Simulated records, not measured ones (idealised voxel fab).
The following process module bears the name voxel wiring stack.
Cross-section cut: width 205 nm, square cells of 5 nm.
In this document a cross-section is written as a grid of square cells. It is given as a series of bands, listed from the top down, and a band is one or more rows of cells. Top height, bottom height, nm. Materials left to right, width each, nm. Single material + "edge to edge" = fills band edge to edge. "empty" = empty. The reference from which all heights are counted is 0, the level beneath which the as-received wafer is entirely one material; the lowest band, having no lower bound, proceeds downward and is written after the example "0 and below". A width such as "30 to 40" changes by the same amount from each row of cells to the next, from the band's top row to its bottom row. Any step labelled "no modification" changed none of the cells in the cross-section. In "Unvented voids" the enclosed voids are listed, meaning empty spaces of 8 cells or larger without any opening to the top. The form is width x height at distance, distance from the left edge, units nm. What comes after the settings on a step's line is commentary from the simulator itself on that step. Among the settings permitted on a step's line is "overlay nm"; applied to a step with a mask, it specifies the extent to which the mask lay to the right of its planned position, whereas a negative figure signifies a position to the left.

## plan
1: RECEIVE,material Si
2: CONFORMAL_DEP,material SiO2,thk nm 15
3: DIRECTIONAL_DEP,material TiN,thk nm 5
4: DIRECTIONAL_DEP,material W,thk nm 20
5: PATTERN,tone cover,mask id METAL_1,material resist,width nm 30,pitch nm 45,thk nm 15,overlay nm 0
6: DIRECTIONAL_ETCH,etch materials W,depth nm 20
7: DIRECTIONAL_ETCH,etch materials TiN,depth nm 5
8: STRIP,etch materials resist
9: FILL_DEP,material lowk,thk nm 10
10: CMP,height nm 40
11: CONFORMAL_DEP,material SiCN,thk nm 5
12: DIRECTIONAL_DEP,material lowk,thk nm 15
13: DIRECTIONAL_DEP,material aC,thk nm 15
14: PATTERN,tone open,mask id PLUG_1,material resist,width nm 15,pitch nm 45,thk nm 30,overlay nm 0
15: DIRECTIONAL_ETCH,etch materials aC,depth nm 15
16: STRIP,etch materials resist
17: DIRECTIONAL_ETCH,etch materials lowk,depth nm 15
18: DIRECTIONAL_ETCH,etch materials SiCN,depth nm 5
19: STRIP,etch materials aC
20: EPI,material Ru,thk nm 10
21: EPI,material Ru,thk nm 10
22: DIRECTIONAL_DEP,material TiN,thk nm 5
23: DIRECTIONAL_DEP,material Ru,thk nm 25
24: PATTERN,tone cover,mask id METAL_2,material resist,width nm 30,pitch nm 45,thk nm 15,overlay nm 0
25: DIRECTIONAL_ETCH,etch materials Ru,depth nm 25
26: DIRECTIONAL_ETCH,etch materials TiN,depth nm 5
27: STRIP,etch materials resist
28: FILL_DEP,material SiO2,thk nm 10
29: CMP,height nm 90
30: CONFORMAL_DEP,material SiCN,thk nm 5
31: DIRECTIONAL_DEP,material SiO2,thk nm 15
32: DIRECTIONAL_DEP,material aC,thk nm 15
33: PATTERN,tone open,mask id PLUG_2,material resist,width nm 15,pitch nm 90,thk nm 35,overlay nm 0
34: DIRECTIONAL_ETCH,etch materials aC,depth nm 15
35: STRIP,etch materials resist
36: DIRECTIONAL_ETCH,etch materials SiO2,depth nm 15
37: DIRECTIONAL_ETCH,etch materials SiCN,depth nm 5
38: STRIP,etch materials aC
39: CONFORMAL_DEP,material TiN,thk nm 5
40: FILL_DEP,material Ru,thk nm 5
41: CMP,height nm 110
42: DIRECTIONAL_DEP,material TiN,thk nm 5
43: DIRECTIONAL_DEP,material Ru,thk nm 15
44: MASKED_ETCH,tone cover,mask id METAL_3,width nm 30,pitch nm 45,etch materials Ru,depth nm 15,overlay nm 0
45: MASKED_ETCH,tone cover,mask id METAL_3,width nm 30,pitch nm 45,etch materials TiN,depth nm 5,overlay nm 0
46: CONFORMAL_DEP,material SiCN,thk nm 5
47: FILL_DEP,material SiO2,thk nm 5
48: CMP,height nm 130
49: CONFORMAL_DEP,material SiN,thk nm 5

## On the first of the two wafers: run conducted according to plan

## Cross-section of the incoming wafer, state after step 1
- 0 and below: Si edge to edge
- Unvented voids: none

## Presented here is a cross-section of the wafer after step 2 has been performed
- 15 down to 0: SiO2 edge to edge
- Anything lower than 0 is untouched.

## Presented here is a cross-section of the wafer after step 3 has been performed
- 20 down to 15: TiN edge to edge
- Anything lower than 15 is untouched.

## Presented here is a cross-section of the wafer after step 4 has been performed
- 40 down to 20: W edge to edge
- Anything lower than 20 is untouched.

## Presented here is a cross-section of the wafer after step 5 has been performed
- 55 down to 40: empty 20, then resist 30, then empty 15, then resist 30, then empty 15, then resist 30, then empty 15, then resist 30, then empty 20
- Anything lower than 40 is untouched.

## Presented here is a cross-section of the wafer after step 6 has been performed
- 55 down to 40: empty 20, then resist 30, then empty 15, then resist 30, then empty 15, then resist 30, then empty 15, then resist 30, then empty 20
- 40 down to 20: empty 20, then W 30, then empty 15, then W 30, then empty 15, then W 30, then empty 15, then W 30, then empty 20
- Anything lower than 20 is untouched.

## Presented here is a cross-section of the wafer after step 7 has been performed
- 55 down to 40: empty 20, then resist 30, then empty 15, then resist 30, then empty 15, then resist 30, then empty 15, then resist 30, then empty 20
- 40 down to 20: empty 20, then W 30, then empty 15, then W 30, then empty 15, then W 30, then empty 15, then W 30, then empty 20
- 20 down to 15: empty 20, then TiN 30, then empty 15, then TiN 30, then empty 15, then TiN 30, then empty 15, then TiN 30, then empty 20
- Anything lower than 15 is untouched.

## Presented here is a cross-section of the wafer after step 8 has been performed
- 40 down to 20: empty 20, then W 30, then empty 15, then W 30, then empty 15, then W 30, then empty 15, then W 30, then empty 20
- Anything lower than 20 is untouched.

## Presented here is a cross-section of the wafer after step 9 has been performed
- 50 down to 40: lowk edge to edge
- 40 down to 20: lowk 20, then W 30, then lowk 15, then W 30, then lowk 15, then W 30, then lowk 15, then W 30, then lowk 20
- 20 down to 15: lowk 20, then TiN 30, then lowk 15, then TiN 30, then lowk 15, then TiN 30, then lowk 15, then TiN 30, then lowk 20
- Anything lower than 15 is untouched.

## Presented here is a cross-section of the wafer after step 10 has been performed
- 40 down to 20: lowk 20, then W 30, then lowk 15, then W 30, then lowk 15, then W 30, then lowk 15, then W 30, then lowk 20
- Anything lower than 20 is untouched.

## Presented here is a cross-section of the wafer after step 11 has been performed
- 45 down to 40: SiCN edge to edge
- Anything lower than 40 is untouched.

## Presented here is a cross-section of the wafer after step 12 has been performed
- 60 down to 45: lowk edge to edge
- Anything lower than 45 is untouched.

## Presented here is a cross-section of the wafer after step 13 has been performed
- 75 down to 60: aC edge to edge
- Anything lower than 60 is untouched.

## Presented here is a cross-section of the wafer after step 14 has been performed
- 105 down to 75: resist 20, then empty 15, then resist 30, then empty 15, then resist 30, then empty 15, then resist 30, then empty 15, then resist 35
- Anything lower than 75 is untouched.

## Presented here is a cross-section of the wafer after step 15 has been performed
- 90 down to 75: resist 20, then empty 15, then resist 30, then empty 15, then resist 30, then empty 15, then resist 30, then empty 15, then resist 35
- 75 down to 60: aC 20, then empty 15, then aC 30, then empty 15, then aC 30, then empty 15, then aC 30, then empty 15, then aC 35
- Anything lower than 60 is untouched.

## Presented here is a cross-section of the wafer after step 16 has been performed
- 75 down to 60: aC 20, then empty 15, then aC 30, then empty 15, then aC 30, then empty 15, then aC 30, then empty 15, then aC 35
- Anything lower than 60 is untouched.

## Presented here is a cross-section of the wafer after step 17 has been performed
- 75 down to 60: aC 20, then empty 15, then aC 30, then empty 15, then aC 30, then empty 15, then aC 30, then empty 15, then aC 35
- 60 down to 45: lowk 20, then empty 15, then lowk 30, then empty 15, then lowk 30, then empty 15, then lowk 30, then empty 15, then lowk 35
- Anything lower than 45 is untouched.

## Presented here is a cross-section of the wafer after step 18 has been performed
- 75 down to 60: aC 20, then empty 15, then aC 30, then empty 15, then aC 30, then empty 15, then aC 30, then empty 15, then aC 35
- 60 down to 45: lowk 20, then empty 15, then lowk 30, then empty 15, then lowk 30, then empty 15, then lowk 30, then empty 15, then lowk 35
- 45 down to 40: SiCN 20, then empty 15, then SiCN 30, then empty 15, then SiCN 30, then empty 15, then SiCN 30, then empty 15, then SiCN 35
- Anything lower than 40 is untouched.

## Presented here is a cross-section of the wafer after step 19 has been performed
- 60 down to 45: lowk 20, then empty 15, then lowk 30, then empty 15, then lowk 30, then empty 15, then lowk 30, then empty 15, then lowk 35
- Anything lower than 45 is untouched.

## Presented here is a cross-section of the wafer after step 20 has been performed
- 60 down to 50: lowk 20, then empty 15, then lowk 30, then empty 15, then lowk 30, then empty 15, then lowk 30, then empty 15, then lowk 35
- 50 down to 45: lowk 20, then Ru 15, then lowk 30, then Ru 15, then lowk 30, then Ru 15, then lowk 30, then Ru 15, then lowk 35
- 45 down to 40: SiCN 20, then Ru 15, then SiCN 30, then Ru 15, then SiCN 30, then Ru 15, then SiCN 30, then Ru 15, then SiCN 35
- Anything lower than 40 is untouched.

## Presented here is a cross-section of the wafer after step 21 has been performed
- 60 down to 45: lowk 20, then Ru 15, then lowk 30, then Ru 15, then lowk 30, then Ru 15, then lowk 30, then Ru 15, then lowk 35
- Anything lower than 45 is untouched.

## Presented here is a cross-section of the wafer after step 22 has been performed
- 65 down to 60: TiN edge to edge
- Anything lower than 60 is untouched.

## Presented here is a cross-section of the wafer after step 23 has been performed
- 90 down to 65: Ru edge to edge
- Anything lower than 65 is untouched.

## Presented here is a cross-section of the wafer after step 24 has been performed
- 105 down to 90: empty 20, then resist 30, then empty 15, then resist 30, then empty 15, then resist 30, then empty 15, then resist 30, then empty 20
- Anything lower than 90 is untouched.

## Presented here is a cross-section of the wafer after step 25 has been performed
- 105 down to 90: empty 20, then resist 30, then empty 15, then resist 30, then empty 15, then resist 30, then empty 15, then resist 30, then empty 20
- 90 down to 65: empty 20, then Ru 30, then empty 15, then Ru 30, then empty 15, then Ru 30, then empty 15, then Ru 30, then empty 20
- Anything lower than 65 is untouched.

## Presented here is a cross-section of the wafer after step 26 has been performed
- 105 down to 90: empty 20, then resist 30, then empty 15, then resist 30, then empty 15, then resist 30, then empty 15, then resist 30, then empty 20
- 90 down to 65: empty 20, then Ru 30, then empty 15, then Ru 30, then empty 15, then Ru 30, then empty 15, then Ru 30, then empty 20
- 65 down to 60: empty 20, then TiN 30, then empty 15, then TiN 30, then empty 15, then TiN 30, then empty 15, then TiN 30, then empty 20
- Anything lower than 60 is untouched.

## Presented here is a cross-section of the wafer after step 27 has been performed
- 90 down to 65: empty 20, then Ru 30, then empty 15, then Ru 30, then empty 15, then Ru 30, then empty 15, then Ru 30, then empty 20
- Anything lower than 65 is untouched.

## Presented here is a cross-section of the wafer after step 28 has been performed
- 100 down to 90: SiO2 edge to edge
- 90 down to 65: SiO2 20, then Ru 30, then SiO2 15, then Ru 30, then SiO2 15, then Ru 30, then SiO2 15, then Ru 30, then SiO2 20
- 65 down to 60: SiO2 20, then TiN 30, then SiO2 15, then TiN 30, then SiO2 15, then TiN 30, then SiO2 15, then TiN 30, then SiO2 20
- Anything lower than 60 is untouched.

## Presented here is a cross-section of the wafer after step 29 has been performed
- 90 down to 65: SiO2 20, then Ru 30, then SiO2 15, then Ru 30, then SiO2 15, then Ru 30, then SiO2 15, then Ru 30, then SiO2 20
- Anything lower than 65 is untouched.

## Presented here is a cross-section of the wafer after step 30 has been performed
- 95 down to 90: SiCN edge to edge
- Anything lower than 90 is untouched.

## Presented here is a cross-section of the wafer after step 31 has been performed
- 110 down to 95: SiO2 edge to edge
- Anything lower than 95 is untouched.

## Presented here is a cross-section of the wafer after step 32 has been performed
- 125 down to 110: aC edge to edge
- Anything lower than 110 is untouched.

## Presented here is a cross-section of the wafer after step 33 has been performed
- 160 down to 125: resist 20, then empty 15, then resist 75, then empty 15, then resist 80
- Anything lower than 125 is untouched.

## Presented here is a cross-section of the wafer after step 34 has been performed
- 145 down to 125: resist 20, then empty 15, then resist 75, then empty 15, then resist 80
- 125 down to 110: aC 20, then empty 15, then aC 75, then empty 15, then aC 80
- Anything lower than 110 is untouched.

## Presented here is a cross-section of the wafer after step 35 has been performed
- 125 down to 110: aC 20, then empty 15, then aC 75, then empty 15, then aC 80
- Anything lower than 110 is untouched.

## Presented here is a cross-section of the wafer after step 36 has been performed
- 125 down to 110: aC 20, then empty 15, then aC 75, then empty 15, then aC 80
- 110 down to 95: SiO2 20, then empty 15, then SiO2 75, then empty 15, then SiO2 80
- Anything lower than 95 is untouched.

## Presented here is a cross-section of the wafer after step 37 has been performed
- 125 down to 110: aC 20, then empty 15, then aC 75, then empty 15, then aC 80
- 110 down to 95: SiO2 20, then empty 15, then SiO2 75, then empty 15, then SiO2 80
- 95 down to 90: SiCN 20, then empty 15, then SiCN 75, then empty 15, then SiCN 80
- Anything lower than 90 is untouched.

## Presented here is a cross-section of the wafer after step 38 has been performed
- 110 down to 95: SiO2 20, then empty 15, then SiO2 75, then empty 15, then SiO2 80
- Anything lower than 95 is untouched.

## Presented here is a cross-section of the wafer after step 39 has been performed
- 115 down to 110: TiN 25, then empty 5, then TiN 85, then empty 5, then TiN 85
- 110 down to 95: SiO2 20, then TiN 5, then empty 5, then TiN 5, then SiO2 75, then TiN 5, then empty 5, then TiN 5, then SiO2 80
- 95 down to 90: SiCN 20, then TiN 15, then SiCN 75, then TiN 15, then SiCN 80
- Anything lower than 90 is untouched.

## Presented here is a cross-section of the wafer after step 40 has been performed
- 120 down to 115: Ru edge to edge
- 115 down to 110: TiN 25, then Ru 5, then TiN 85, then Ru 5, then TiN 85
- 110 down to 95: SiO2 20, then TiN 5, then Ru 5, then TiN 5, then SiO2 75, then TiN 5, then Ru 5, then TiN 5, then SiO2 80
- Anything lower than 95 is untouched.

## Presented here is a cross-section of the wafer after step 41 has been performed
- 110 down to 95: SiO2 20, then TiN 5, then Ru 5, then TiN 5, then SiO2 75, then TiN 5, then Ru 5, then TiN 5, then SiO2 80
- Anything lower than 95 is untouched.

## Presented here is a cross-section of the wafer after step 42 has been performed
- 115 down to 110: TiN edge to edge
- Anything lower than 110 is untouched.

## Presented here is a cross-section of the wafer after step 43 has been performed
- 130 down to 115: Ru edge to edge
- Anything lower than 115 is untouched.

## Presented here is a cross-section of the wafer after step 44 has been performed
- 130 down to 115: empty 20, then Ru 30, then empty 15, then Ru 30, then empty 15, then Ru 30, then empty 15, then Ru 30, then empty 20
- Anything lower than 115 is untouched.

## Presented here is a cross-section of the wafer after step 45 has been performed
- 130 down to 115: empty 20, then Ru 30, then empty 15, then Ru 30, then empty 15, then Ru 30, then empty 15, then Ru 30, then empty 20
- 115 down to 110: empty 20, then TiN 30, then empty 15, then TiN 30, then empty 15, then TiN 30, then empty 15, then TiN 30, then empty 20
- Anything lower than 110 is untouched.

## Presented here is a cross-section of the wafer after step 46 has been performed
- 135 down to 130: empty 15, then SiCN 40, then empty 5, then SiCN 40, then empty 5, then SiCN 40, then empty 5, then SiCN 40, then empty 15
- 130 down to 115: empty 15, then SiCN 5, then Ru 30, then SiCN 5, then empty 5, then SiCN 5, then Ru 30, then SiCN 5, then empty 5, then SiCN 5, then Ru 30, then SiCN 5, then empty 5, then SiCN 5, then Ru 30, then SiCN 5, then empty 15
- 115 down to 110: SiCN 20, then TiN 30, then SiCN 15, then TiN 30, then SiCN 15, then TiN 30, then SiCN 15, then TiN 30, then SiCN 20
- Anything lower than 110 is untouched.

## Presented here is a cross-section of the wafer after step 47 has been performed
- 140 down to 135: SiO2 edge to edge
- 135 down to 130: SiO2 15, then SiCN 40, then SiO2 5, then SiCN 40, then SiO2 5, then SiCN 40, then SiO2 5, then SiCN 40, then SiO2 15
- 130 down to 115: SiO2 15, then SiCN 5, then Ru 30, then SiCN 5, then SiO2 5, then SiCN 5, then Ru 30, then SiCN 5, then SiO2 5, then SiCN 5, then Ru 30, then SiCN 5, then SiO2 5, then SiCN 5, then Ru 30, then SiCN 5, then SiO2 15
- Anything lower than 115 is untouched.

## Presented here is a cross-section of the wafer after step 48 has been performed
- 130 down to 115: SiO2 15, then SiCN 5, then Ru 30, then SiCN 5, then SiO2 5, then SiCN 5, then Ru 30, then SiCN 5, then SiO2 5, then SiCN 5, then Ru 30, then SiCN 5, then SiO2 5, then SiCN 5, then Ru 30, then SiCN 5, then SiO2 15
- Anything lower than 115 is untouched.

## Presented here is a cross-section of the wafer after step 49 has been performed
- 135 down to 130: SiN edge to edge
- Anything lower than 130 is untouched.

## Wafer two. Identical start, identical plan. One mistake in execution. Identical history through step 12

## when step 13 should have ended
- 75 down to 60: SiO2 edge to edge
- Anything lower than 60 is untouched.

## when step 14 should have ended
- 105 down to 75: resist 20, then empty 15, then resist 30, then empty 15, then resist 30, then empty 15, then resist 30, then empty 15, then resist 35
- Anything lower than 75 is untouched.

## when step 15 should have ended
- 90 down to 75: resist 20, then empty 15, then resist 30, then empty 15, then resist 30, then empty 15, then resist 30, then empty 15, then resist 35
- Anything lower than 75 is untouched.

## when step 16 should have ended
- 75 down to 60: SiO2 edge to edge
- Anything lower than 60 is untouched.

when step 17 should have ended: no modification

when step 18 should have ended: no modification

when step 19 should have ended: no modification

when step 20 should have ended: no modification

when step 21 should have ended: no modification

## when step 22 should have ended
- 80 down to 75: TiN edge to edge
- Anything lower than 75 is untouched.

## when step 23 should have ended
- 105 down to 80: Ru edge to edge
- Anything lower than 80 is untouched.

## when step 24 should have ended
- 120 down to 105: empty 20, then resist 30, then empty 15, then resist 30, then empty 15, then resist 30, then empty 15, then resist 30, then empty 20
- Anything lower than 105 is untouched.

## when step 25 should have ended
- 120 down to 105: empty 20, then resist 30, then empty 15, then resist 30, then empty 15, then resist 30, then empty 15, then resist 30, then empty 20
- 105 down to 80: empty 20, then Ru 30, then empty 15, then Ru 30, then empty 15, then Ru 30, then empty 15, then Ru 30, then empty 20
- Anything lower than 80 is untouched.

## when step 26 should have ended
- 120 down to 105: empty 20, then resist 30, then empty 15, then resist 30, then empty 15, then resist 30, then empty 15, then resist 30, then empty 20
- 105 down to 80: empty 20, then Ru 30, then empty 15, then Ru 30, then empty 15, then Ru 30, then empty 15, then Ru 30, then empty 20
- 80 down to 75: empty 20, then TiN 30, then empty 15, then TiN 30, then empty 15, then TiN 30, then empty 15, then TiN 30, then empty 20
- Anything lower than 75 is untouched.

## when step 27 should have ended
- 105 down to 80: empty 20, then Ru 30, then empty 15, then Ru 30, then empty 15, then Ru 30, then empty 15, then Ru 30, then empty 20
- Anything lower than 80 is untouched.

## when step 28 should have ended
- 115 down to 105: SiO2 edge to edge
- 105 down to 80: SiO2 20, then Ru 30, then SiO2 15, then Ru 30, then SiO2 15, then Ru 30, then SiO2 15, then Ru 30, then SiO2 20
- 80 down to 75: SiO2 20, then TiN 30, then SiO2 15, then TiN 30, then SiO2 15, then TiN 30, then SiO2 15, then TiN 30, then SiO2 20
- Anything lower than 75 is untouched.

## when step 29 should have ended
- 90 down to 80: SiO2 20, then Ru 30, then SiO2 15, then Ru 30, then SiO2 15, then Ru 30, then SiO2 15, then Ru 30, then SiO2 20
- Anything lower than 80 is untouched.

## when step 30 should have ended
- 95 down to 90: SiCN edge to edge
- Anything lower than 90 is untouched.

## when step 31 should have ended
- 110 down to 95: SiO2 edge to edge
- Anything lower than 95 is untouched.

## when step 32 should have ended
- 125 down to 110: aC edge to edge
- Anything lower than 110 is untouched.

## when step 33 should have ended
- 160 down to 125: resist 20, then empty 15, then resist 75, then empty 15, then resist 80
- Anything lower than 125 is untouched.

## when step 34 should have ended
- 145 down to 125: resist 20, then empty 15, then resist 75, then empty 15, then resist 80
- 125 down to 110: aC 20, then empty 15, then aC 75, then empty 15, then aC 80
- Anything lower than 110 is untouched.

## when step 35 should have ended
- 125 down to 110: aC 20, then empty 15, then aC 75, then empty 15, then aC 80
- Anything lower than 110 is untouched.

## when step 36 should have ended
- 125 down to 110: aC 20, then empty 15, then aC 75, then empty 15, then aC 80
- 110 down to 95: SiO2 20, then empty 15, then SiO2 75, then empty 15, then SiO2 80
- Anything lower than 95 is untouched.

## when step 37 should have ended
- 125 down to 110: aC 20, then empty 15, then aC 75, then empty 15, then aC 80
- 110 down to 95: SiO2 20, then empty 15, then SiO2 75, then empty 15, then SiO2 80
- 95 down to 90: SiCN 20, then empty 15, then SiCN 75, then empty 15, then SiCN 80
- Anything lower than 90 is untouched.

## when step 38 should have ended
- 110 down to 95: SiO2 20, then empty 15, then SiO2 75, then empty 15, then SiO2 80
- Anything lower than 95 is untouched.

## when step 39 should have ended
- 115 down to 110: TiN 25, then empty 5, then TiN 85, then empty 5, then TiN 85
- 110 down to 95: SiO2 20, then TiN 5, then empty 5, then TiN 5, then SiO2 75, then TiN 5, then empty 5, then TiN 5, then SiO2 80
- 95 down to 90: SiCN 20, then TiN 15, then SiCN 75, then TiN 15, then SiCN 80
- Anything lower than 90 is untouched.

## when step 40 should have ended
- 120 down to 115: Ru edge to edge
- 115 down to 110: TiN 25, then Ru 5, then TiN 85, then Ru 5, then TiN 85
- 110 down to 95: SiO2 20, then TiN 5, then Ru 5, then TiN 5, then SiO2 75, then TiN 5, then Ru 5, then TiN 5, then SiO2 80
- Anything lower than 95 is untouched.

## when step 41 should have ended
- 110 down to 95: SiO2 20, then TiN 5, then Ru 5, then TiN 5, then SiO2 75, then TiN 5, then Ru 5, then TiN 5, then SiO2 80
- Anything lower than 95 is untouched.

## when step 42 should have ended
- 115 down to 110: TiN edge to edge
- Anything lower than 110 is untouched.

## when step 43 should have ended
- 130 down to 115: Ru edge to edge
- Anything lower than 115 is untouched.

## when step 44 should have ended
- 130 down to 115: empty 20, then Ru 30, then empty 15, then Ru 30, then empty 15, then Ru 30, then empty 15, then Ru 30, then empty 20
- Anything lower than 115 is untouched.

## when step 45 should have ended
- 130 down to 115: empty 20, then Ru 30, then empty 15, then Ru 30, then empty 15, then Ru 30, then empty 15, then Ru 30, then empty 20
- 115 down to 110: empty 20, then TiN 30, then empty 15, then TiN 30, then empty 15, then TiN 30, then empty 15, then TiN 30, then empty 20
- Anything lower than 110 is untouched.

## when step 46 should have ended
- 135 down to 130: empty 15, then SiCN 40, then empty 5, then SiCN 40, then empty 5, then SiCN 40, then empty 5, then SiCN 40, then empty 15
- 130 down to 115: empty 15, then SiCN 5, then Ru 30, then SiCN 5, then empty 5, then SiCN 5, then Ru 30, then SiCN 5, then empty 5, then SiCN 5, then Ru 30, then SiCN 5, then empty 5, then SiCN 5, then Ru 30, then SiCN 5, then empty 15
- 115 down to 110: SiCN 20, then TiN 30, then SiCN 15, then TiN 30, then SiCN 15, then TiN 30, then SiCN 15, then TiN 30, then SiCN 20
- Anything lower than 110 is untouched.

## when step 47 should have ended
- 140 down to 135: SiO2 edge to edge
- 135 down to 130: SiO2 15, then SiCN 40, then SiO2 5, then SiCN 40, then SiO2 5, then SiCN 40, then SiO2 5, then SiCN 40, then SiO2 15
- 130 down to 115: SiO2 15, then SiCN 5, then Ru 30, then SiCN 5, then SiO2 5, then SiCN 5, then Ru 30, then SiCN 5, then SiO2 5, then SiCN 5, then Ru 30, then SiCN 5, then SiO2 5, then SiCN 5, then Ru 30, then SiCN 5, then SiO2 15
- Anything lower than 115 is untouched.

## when step 48 should have ended
- 130 down to 115: SiO2 15, then SiCN 5, then Ru 30, then SiCN 5, then SiO2 5, then SiCN 5, then Ru 30, then SiCN 5, then SiO2 5, then SiCN 5, then Ru 30, then SiCN 5, then SiO2 5, then SiCN 5, then Ru 30, then SiCN 5, then SiO2 15
- Anything lower than 115 is untouched.

## when step 49 should have ended
- 135 down to 130: SiN edge to edge
- Anything lower than 130 is untouched.
What was the processing mistake? step 13 was not run as planned; what actually ran was DIRECTIONAL_DEP,material SiO2,thk nm 15
FYI, end of process, the second wafer has more or fewer cells of some materials than the first: 120 fewer of Ru; 12 more of SiCN; 72 more of SiO2; 36 more of lowk
